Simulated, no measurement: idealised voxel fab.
Module name: voxel self aligned contacts (process module)
Cross-sectional view cut (width: 205 nm; square cell size: 5 nm).
Bands, listed from the top down, are how a cross-section gets written in this document; the cross-section itself is a grid of square cells, and a band is one or more rows of them. The entry gives the band's vertical extent as a top height and a bottom height in nm, then its horizontal make-up as materials from left to right, each with a width in nm. "air" stands for empty space; a single material marked "throughout" fills the band edge to edge. It should be noted that heights are counted from 0, beneath which the wafer as supplied is of one material throughout, and that the lowest band possesses no lower boundary but continues downward, as written in "0 and below". The width entry "30 to 40" should be interpreted row by row: the top row of cells in the band takes the first number, the bottom row takes the second number, and the change between adjacent rows is uniform throughout. Step marked "no change occurred"? Then no cell in the cross-section changed in it. Any empty space of 8 cells or more lacking an open way to the top shows up in "Voids, sealed" as width x height at distance, distance from the left edge, in nm. Text after the settings on a step's line: the simulator's own remark on that step. What "overlay nm" on a step's line means: if the step has a mask, that mask lay this far to the right of its planned place, or, when the value is negative, to the left.

Plan
step 1: RECEIVE,material Si
step 2: OXIDIZE,depth nm 5
step 3: DIRECTIONAL_DEP,material polySi,thk nm 20
step 4: DIRECTIONAL_DEP,material SiN,thk nm 20
step 5: PATTERN,tone cover,mask id GATE,material resist,width nm 35,pitch nm 65,thk nm 20,overlay nm 0
step 6: DIRECTIONAL_ETCH,etch materials SiN,depth nm 20
step 7: DIRECTIONAL_ETCH,etch materials polySi,depth nm 30
step 8: STRIP,etch materials resist
step 9: CONFORMAL_DEP,material SiN,thk nm 5
step 10: DIRECTIONAL_ETCH,etch materials SiN,depth nm 5
step 11: FILL_DEP,material SiO2,thk nm 15
step 12: CMP,height nm 55
step 13: MASKED_ETCH,tone open,mask id CONTACT,width nm 50,pitch nm 65,etch materials SiO2,depth nm 60,overlay nm 0
step 14: CONFORMAL_DEP,material TiN,thk nm 5
step 15: FILL_DEP,material W,thk nm 5
step 16: CMP,height nm 55
step 17: CONFORMAL_DEP,material SiCN,thk nm 5
Be aware that, although all wafers share a common starting state, the thk nm at step 3 differs among them, and the plan displays the first wafer's value.

The first of several wafers as received, shown in cross-section; this is its state after step 1
  0 and below = Si throughout
  Voids, sealed: none

First wafer of several, cross-section, module end, after step 17 (last)
  60 down to 55 = SiCN throughout
  55 down to 45 = 45 SiO2, 5 TiN, 40 W, 5 TiN, 15 SiO2, 5 TiN, 40 W, 5 TiN, 45 SiO2
  45 down to 40 = 45 SiO2, 20 TiN, 10 W, 20 TiN, 15 SiO2, 20 TiN, 10 W, 20 TiN, 45 SiO2
  40 down to 20 = 15 SiO2, 45 SiN, 5 TiN, 10 W, 5 TiN, 45 SiN, 5 TiN, 10 W, 5 TiN, 45 SiN, 15 SiO2
  20 down to 0 = 15 SiO2, 5 SiN, 35 polySi, 5 SiN, 5 TiN, 10 W, 5 TiN, 5 SiN, 35 polySi, 5 SiN, 5 TiN, 10 W, 5 TiN, 5 SiN, 35 polySi, 5 SiN, 15 SiO2
  0 down to -5 = 60 SiO2, 20 TiN, 45 SiO2, 20 TiN, 60 SiO2
  -5 and below = Si throughout
  Voids, sealed: none

Of the several wafers, the last: cross-section at the end of the module
  60 down to 55 = SiCN throughout
  55 down to 45 = 15 SiO2, 45 SiN, 5 TiN, 10 W, 5 TiN, 45 SiN, 5 TiN, 10 W, 5 TiN, 45 SiN, 15 SiO2
  45 down to 20 = 15 SiO2, 5 SiN, 35 polySi, 5 SiN, 5 TiN, 10 W, 5 TiN, 5 SiN, 35 polySi, 5 SiN, 5 TiN, 10 W, 5 TiN, 5 SiN, 35 polySi, 5 SiN, 15 SiO2
  20 down to 15 = 15 SiO2, 5 SiN, 35 polySi, 5 SiN, 20 TiN, 5 SiN, 35 polySi, 5 SiN, 20 TiN, 5 SiN, 35 polySi, 5 SiN, 15 SiO2
  15 down to 0 = polySi throughout
  0 down to -5 = SiO2 throughout
  -5 and below = Si throughout
  Voids, sealed: none

Here is how to read the rows: every wafer has a row, and it shows the wafer at the end of the module, giving for each material how many cells were gained (+) or lost (-) since the wafer was received, then listing its closed voids
thk nm 20 | -41 Si | +41 SiCN | +132 SiN | +144 SiO2 | +64 TiN | +68 W | +84 polySi | Voids, sealed: none
thk nm 25 | -41 Si | +41 SiCN | +138 SiN | +129 SiO2 | +64 TiN | +56 W | +105 polySi | Voids, sealed: none
thk nm 30 | -41 Si | +41 SiCN | +144 SiN | +114 SiO2 | +64 TiN | +44 W | +126 polySi | Voids, sealed: none
thk nm 35 | -41 Si | +41 SiCN | +144 SiN | +101 SiO2 | +44 TiN | +36 W | +167 polySi | Voids, sealed: none
thk nm 40 | -41 Si | +41 SiCN | +117 SiN | +95 SiO2 | +40 TiN | +32 W | +208 polySi | Voids, sealed: none
thk nm 45 | -41 Si | +41 SiCN | +90 SiN | +89 SiO2 | +36 TiN | +28 W | +249 polySi | Voids, sealed: none
